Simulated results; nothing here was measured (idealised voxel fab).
This is a process module. Its name is voxel self aligned contacts.
Cross-section cut spans 215 nm and uses square cells 5 nm in size.
When this document writes out a cross-section, it uses a grid of square cells and lists it as bands, beginning at the top and moving down, with a band standing for one or more rows of cells. Basically the band line says how high the top is and how high the bottom is, in nm, and then what's in it from left to right, every material with its width in nm. Empty space shows up as "empty", and if a single material carries "edge to edge" it runs the full band edge to edge. It should be noted that heights are counted from 0, beneath which the wafer as supplied is of one material throughout, and that the lowest band possesses no lower boundary but continues downward, as written in "from 0 down". Width: "30..40" (first number = top row, second number = bottom row, same change from row to row of cells). Step marked "stayed the same"? Then no cell in the cross-section changed in it. The entry "Closed void inventory" lists the empty spaces that cover at least 8 cells and have no open path to the top. Each is written as width x height at distance, where the distance is measured from the left edge and all three values are in nm. That trailing text on a step's line, after the settings, is the simulator's own remark on the step. "overlay nm" on a masked step: distance the mask lay right of its planned place, negative for left.

## Listed below are the process steps as planned
step 1: RECEIVE,material Si
step 2: OXIDIZE,depth nm 5
step 3: DIRECTIONAL_DEP,material polySi,thk nm 25
step 4: DIRECTIONAL_DEP,material SiN,thk nm 25
step 5: MASKED_ETCH,tone cover,mask id GATE,width nm 25,pitch nm 65,etch materials SiN,depth nm 25,overlay nm 0
step 6: MASKED_ETCH,tone cover,mask id GATE,width nm 25,pitch nm 65,etch materials polySi,depth nm 25,overlay nm 0
step 7: CONFORMAL_DEP,material SiN,thk nm 10
step 8: DIRECTIONAL_ETCH,etch materials SiN,depth nm 10
step 9: FILL_DEP,material SiO2,thk nm 15
step 10: CMP,height nm 55
step 11: MASKED_ETCH,tone open,mask id CONTACT,width nm 50,pitch nm 65,etch materials SiO2,depth nm 60,overlay nm 0
step 12: CONFORMAL_DEP,material TiN,thk nm 5
step 13: FILL_DEP,material Ru,thk nm 10
step 14: CMP,height nm 55
step 15: CONFORMAL_DEP,material SiCN,thk nm 5

## As-received state of the wafer in cross-section, equivalent to post-step 1
- from 0 down  Si edge to edge
- Closed void inventory: none

## Here's the wafer cut in cross-section after the module, started and planned just like above, except one thing was done wrong in the run
- from 60 to 55  SiCN edge to edge
- from 55 to 50  SiO2 50 nm, then TiN 20 nm, then Ru 10 nm, then TiN 20 nm, then SiO2 15 nm, then TiN 20 nm, then Ru 10 nm, then TiN 20 nm, then SiO2 50 nm
- from 50 to 30  SiO2 20 nm, then SiN 10 nm, then polySi 25 nm, then SiN 10 nm, then TiN 5 nm, then Ru 10 nm, then TiN 5 nm, then SiN 10 nm, then polySi 25 nm, then SiN 10 nm, then TiN 5 nm, then Ru 10 nm, then TiN 5 nm, then SiN 10 nm, then polySi 25 nm, then SiN 10 nm, then SiO2 20 nm
- from 30 to 25  SiO2 20 nm, then SiN 10 nm, then polySi 25 nm, then SiN 10 nm, then TiN 20 nm, then SiN 10 nm, then polySi 25 nm, then SiN 10 nm, then TiN 20 nm, then SiN 10 nm, then polySi 25 nm, then SiN 10 nm, then SiO2 20 nm
- from 25 to 0  SiN edge to edge
- from 0 to -5  SiO2 edge to edge
- from -5 down  Si edge to edge
- Closed void inventory: none
So what did we get wrong on this run? the intended sequence of steps 3 and 4 was reversed during processing, with each occupying the position of the other
